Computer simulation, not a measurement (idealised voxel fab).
process module | voxel double patterning
cross-section cut | 215 nm wide | cells 5 nm
A cross-section is a grid of square cells, given in bands from the top down. A band is one or more rows of cells.
Each band's line starts with the height of the band's top and of its bottom, in nm. Then come its materials from left to right, each with its width in nm. One material with "throughout" fills the band from edge to edge. "air" is empty space.
Height 0 is the level under which the wafer as received is all one material. The lowest band goes on downwards, as in "0 down".
A width such as "30 to 40" changes by the same amount from each row of cells to the next, from the band's top row to its bottom row.
"no change" after a step means that no cell of the cross-section changed.
closed voids: empty space of 8 cells or more with no open way to the top, each as width x height at its distance from the left edge, in nm
after a step's settings: what the simulator itself notes on the step
overlay nm, on a step with a mask: how far to the right of its planned place the mask lay; to the left if negative
plan
1 op RECEIVE | material Si
2 op CONFORMAL_DEP | material SiO2 | thk nm 5
3 op DIRECTIONAL_DEP | material W | thk nm 20
4 op DIRECTIONAL_DEP | material SiCN | thk nm 5
5 op DIRECTIONAL_DEP | material aC | thk nm 10
6 op PATTERN | tone open | mask id FIRST | material resist | width nm 15 | pitch nm 50 | thk nm 25 | overlay nm 0
7 op DIRECTIONAL_ETCH | etch materials aC | depth nm 10
8 op STRIP | etch materials resist
9 op DIRECTIONAL_ETCH | etch materials SiCN | depth nm 5
10 op STRIP | etch materials aC
11 op MASKED_ETCH | tone open | mask id SECOND | width nm 15 | pitch nm 50 | etch materials SiCN | depth nm 5 | overlay nm 0
12 op DIRECTIONAL_ETCH | etch materials W | depth nm 20
13 op STRIP | etch materials SiCN
as received, after step 1
  0 down: Si throughout
  closed voids: none
first wafer at the end, as planned
  25 to 5: W 50 | air 15 | W 10 | air 15 | W 10 | air 15 | W 10 | air 15 | W 10 | air 15 | W 50
  5 to 0: SiO2 throughout
  0 down: Si throughout
  closed voids: none
second wafer at the end: like start, like plan, one mistake
  25 to 20: SiO2 throughout
  20 to 0: W throughout
  0 down: Si throughout
  closed voids: none
what went wrong: steps 2 and 3 were swapped
at the end the second wafer has, in cells: 60 more of W
